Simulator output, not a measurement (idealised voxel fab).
Name of the process module below: voxel transistor to metal
cross-section cut | 215 nm wide | cells 5 nm
Cross-section layout: square cells on a grid; listed as bands, top to bottom; a band spans one or more cell rows. Per band: top height and bottom height in nm, followed by the left-to-right materials and their widths in nm; "throughout" marks a single material spanning edge to edge, "air" marks empty space. Heights are reckoned from 0. Under this level, the received wafer is all of one material. The bottommost band is open-ended downward, for example "0 down". Width "30..40": first value at the band's top row of cells, second value at its bottom row, equal change from row to row. "same as before", as given for a step, is the statement that not any cell of the cross-section underwent a change during that step. Closed empty spaces (no open way to the top) of 8 cells or more are what "Voids, enclosed" lists, each as width x height at distance from the left edge, nm for all three. Step line, after settings: the simulator's comment on this step. overlay nm: where the mask lay relative to plan, measured to the right, on steps with a mask; negatives go left.

**Planned process steps**
1: op RECEIVE | material Si
2: op OXIDIZE | depth nm 5
3: op CONFORMAL_DEP | material SiN | thk nm 10
4: op MASKED_ETCH | tone cover | mask id ACTIVE | width nm 125 | etch materials SiN | depth nm 10 | overlay nm 0
5: op MASKED_ETCH | tone cover | mask id ACTIVE | width nm 125 | etch materials SiO2 | depth nm 5 | overlay nm 0
6: op MASKED_ETCH | tone cover | mask id ACTIVE | width nm 125 | etch materials Si | depth nm 20 | overlay nm 0
7: op FILL_DEP | material SiO2 | thk nm 5
8: op CMP | height nm 10
9: op SELECTIVE_ETCH | etch materials SiO2 | depth nm 10
10: op STRIP | etch materials SiN
11: op SELECTIVE_ETCH | etch materials SiO2 | depth nm 5
12: op OXIDIZE | depth nm 5
13: op DIRECTIONAL_DEP | material polySi | thk nm 20
14: op DIRECTIONAL_DEP | material SiCN | thk nm 15
15: op DIRECTIONAL_DEP | material aC | thk nm 15
16: op PATTERN | tone cover | mask id GATE | material resist | width nm 35 | thk nm 35 | overlay nm 0
17: op DIRECTIONAL_ETCH | etch materials aC | depth nm 15
18: op STRIP | etch materials resist
19: op DIRECTIONAL_ETCH | etch materials SiCN | depth nm 25
20: op DIRECTIONAL_ETCH | etch materials polySi | depth nm 30
21: op STRIP | etch materials aC
22: op CONFORMAL_DEP | material SiO2 | thk nm 5
23: op DIRECTIONAL_ETCH | etch materials SiO2 | depth nm 5
24: op CONFORMAL_DEP | material SiN | thk nm 10
25: op DIRECTIONAL_ETCH | etch materials SiN | depth nm 10
26: op DIRECTIONAL_ETCH | etch materials SiO2 | depth nm 5
27: op DIRECTIONAL_ETCH | etch materials Si | depth nm 5
28: op EPI | material pSi | thk nm 5
29: op FILL_DEP | material SiO2 | thk nm 10
30: op CMP | height nm 15
31: op STRIP | etch materials polySi
32: op SELECTIVE_ETCH | etch materials SiO2 | depth nm 5
33: op CONFORMAL_DEP | material HfO2 | thk nm 5
34: op CONFORMAL_DEP | material TiN | thk nm 5
35: op FILL_DEP | material W | thk nm 10
36: op CMP | height nm 10
37: op DIRECTIONAL_DEP | material SiO2 | thk nm 10
38: op PATTERN | tone open | mask id CONTACT | material resist | width nm 20 | pitch nm 85 | thk nm 15 | overlay nm 0
39: op DIRECTIONAL_ETCH | etch materials SiO2 | depth nm 30
40: op STRIP | etch materials resist
41: op CONFORMAL_DEP | material TiN | thk nm 5
42: op FILL_DEP | material Ru | thk nm 5
43: op CMP | height nm 20
44: op DIRECTIONAL_DEP | material TiN | thk nm 5
45: op DIRECTIONAL_DEP | material W | thk nm 15
46: op DIRECTIONAL_DEP | material aC | thk nm 15
47: op PATTERN | tone cover | mask id METAL_1 | material resist | width nm 20 | pitch nm 85 | thk nm 35 | overlay nm 0
48: op DIRECTIONAL_ETCH | etch materials aC | depth nm 15
49: op STRIP | etch materials resist
50: op DIRECTIONAL_ETCH | etch materials W | depth nm 15
51: op DIRECTIONAL_ETCH | etch materials TiN | depth nm 5
52: op STRIP | etch materials aC
53: op FILL_DEP | material lowk | thk nm 10
54: op CMP | height nm 40
55: op CONFORMAL_DEP | material SiCN | thk nm 5

**The cross-section here shows the wafer as received, i.e. in its state after step 1**
  0 down = Si throughout
  Voids, enclosed: none

**This is how the wafer looks in cross-section once the module is done, given the starting state and plan above and one mistake in carrying the plan out**
  45 to 40 = SiCN throughout
  40 to 25 = 55 nm lowk  20 nm W  65 nm lowk  20 nm W  55 nm lowk
  25 to 20 = 55 nm lowk  20 nm TiN  65 nm lowk  20 nm TiN  55 nm lowk
  20 to 10 = 55 nm SiO2  5 nm TiN  10 nm Ru  5 nm TiN  65 nm SiO2  5 nm TiN  10 nm Ru  5 nm TiN  55 nm SiO2
  10 to 0 = 55 nm SiO2  5 nm TiN  10 nm Ru  5 nm TiN  5 nm SiO2  5 nm SiN  5 nm HfO2  5 nm TiN  25 nm W  5 nm TiN  5 nm HfO2  5 nm SiN  5 nm SiO2  5 nm TiN  10 nm Ru  5 nm TiN  55 nm SiO2
  0 to -5 = 55 nm SiO2  5 nm TiN  10 nm Ru  5 nm TiN  5 nm SiO2  5 nm SiN  5 nm HfO2  35 nm TiN  5 nm HfO2  5 nm SiN  5 nm SiO2  5 nm TiN  10 nm Ru  5 nm TiN  55 nm SiO2
  -5 to -10 = 55 nm SiO2  20 nm TiN  5 nm pSi  5 nm SiO2  45 nm HfO2  5 nm SiO2  5 nm pSi  20 nm TiN  55 nm SiO2
  -10 to -15 = 45 nm SiO2  35 nm pSi  55 nm Si  35 nm pSi  45 nm SiO2
  -15 to -25 = 45 nm SiO2  125 nm Si  45 nm SiO2
  -25 down = Si throughout
  Voids, enclosed: none
Error vs. plan: it should be noted that step 24 was executed with settings other than those planned, the operation and settings actually applied being op CONFORMAL_DEP | material SiN | thk nm 5
